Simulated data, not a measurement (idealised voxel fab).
process module | voxel capacitor over wiring
cross-section cut | 180 nm wide | cells 5 nm
A cross-section is a grid of square cells, given in bands from the top down. A band is one or more rows of cells.
Each band's line starts with the height of the band's top and of its bottom, in nm. Then come its materials from left to right, each with its width in nm. One material with "throughout" fills the band from edge to edge. "air" is empty space.
Height 0 is the level under which the wafer as received is all one material. The lowest band goes on downwards, as in "0 down".
A width such as "30 to 40" changes by the same amount from each row of cells to the next, from the band's top row to its bottom row.
"no change" after a step means that no cell of the cross-section changed.
closed voids: empty space of 8 cells or more with no open way to the top, each as width x height at its distance from the left edge, in nm
after a step's settings: what the simulator itself notes on the step
overlay nm, on a step with a mask: how far to the right of its planned place the mask lay; to the left if negative
plan
1 op RECEIVE | material Si
2 op CONFORMAL_DEP | material SiO2 | thk nm 10
3 op CONFORMAL_DEP | material SiN | thk nm 5
4 op DIRECTIONAL_DEP | material lowk | thk nm 15
5 op DIRECTIONAL_DEP | material aC | thk nm 10
6 op PATTERN | tone open | mask id METAL_1 | material resist | width nm 20 | pitch nm 80 | thk nm 30 | overlay nm 0
7 op DIRECTIONAL_ETCH | etch materials aC | depth nm 10
8 op STRIP | etch materials resist
9 op DIRECTIONAL_ETCH | etch materials lowk | depth nm 15
10 op DIRECTIONAL_ETCH | etch materials SiN | depth nm 5
11 op STRIP | etch materials aC
12 op CONFORMAL_DEP | material TiN | thk nm 5
13 op FILL_DEP | material W | thk nm 10
14 op CMP | height nm 30
15 op EPI | material Ru | thk nm 5
16 op FILL_DEP | material SiCN | thk nm 5
17 op DIRECTIONAL_DEP | material lowk | thk nm 20
18 op MASKED_ETCH | tone open | mask id PLUG_1 | width nm 15 | etch materials lowk | depth nm 20 | overlay nm 0
19 op MASKED_ETCH | tone open | mask id PLUG_1 | width nm 15 | etch materials SiCN | depth nm 5 | overlay nm 0
20 op CONFORMAL_DEP | material TiN | thk nm 5
21 op FILL_DEP | material Cu | thk nm 10
22 op CMP | height nm 60
23 op DIRECTIONAL_DEP | material TiN | thk nm 10
24 op DIRECTIONAL_DEP | material Al2O3 | thk nm 5
25 op DIRECTIONAL_DEP | material TiN | thk nm 10
26 op DIRECTIONAL_DEP | material aC | thk nm 10
27 op PATTERN | tone cover | mask id UPPER_PLATE | material resist | width nm 65 | thk nm 30 | overlay nm 0
28 op DIRECTIONAL_ETCH | etch materials aC | depth nm 10
29 op STRIP | etch materials resist
30 op DIRECTIONAL_ETCH | etch materials TiN | depth nm 10
31 op DIRECTIONAL_ETCH | etch materials Al2O3 | depth nm 5
32 op STRIP | etch materials aC
33 op DIRECTIONAL_DEP | material aC | thk nm 15
34 op PATTERN | tone cover | mask id LOWER_PLATE | material resist | width nm 75 | thk nm 30 | overlay nm 0
35 op DIRECTIONAL_ETCH | etch materials aC | depth nm 15
36 op STRIP | etch materials resist
37 op DIRECTIONAL_ETCH | etch materials TiN | depth nm 10
38 op STRIP | etch materials aC
39 op FILL_DEP | material SiO2 | thk nm 15
40 op CMP | height nm 95
41 op MASKED_ETCH | tone open | mask id PLUG_2 | width nm 15 | etch materials SiO2 | depth nm 10 | overlay nm 0
42 op CONFORMAL_DEP | material TiN | thk nm 5
43 op FILL_DEP | material W | thk nm 10
44 op CMP | height nm 95
45 op CONFORMAL_DEP | material SiCN | thk nm 5
as received, after step 1
  0 down: Si throughout
  closed voids: none
a wafer at the end: this start, this plan, one mistake
  115 to 110: SiCN throughout
  110 to 100: W throughout
  100 to 95: TiN 60 | W 5 | TiN 115
  95 to 90: SiO2 55 | TiN 5 | W 5 | TiN 5 | SiO2 110
  90 to 85: SiO2 55 | TiN 15 | SiO2 110
  85 to 75: SiO2 45 | TiN 65 | SiO2 70
  75 to 70: SiO2 45 | Al2O3 65 | SiO2 70
  70 to 60: SiO2 40 | TiN 75 | SiO2 65
  60 to 40: lowk 45 | TiN 5 | Cu 5 | TiN 5 | lowk 120
  40 to 35: SiCN 45 | TiN 15 | SiCN 120
  35 to 30: SiCN 35 | Ru 30 | SiCN 50 | Ru 30 | SiCN 35
  30 to 15: lowk 40 | TiN 5 | W 10 | TiN 5 | lowk 60 | TiN 5 | W 10 | TiN 5 | lowk 40
  15 to 10: SiN 40 | TiN 20 | SiN 60 | TiN 20 | SiN 40
  10 to 0: SiO2 throughout
  0 down: Si throughout
  closed voids: none
what went wrong: step 44 was left out
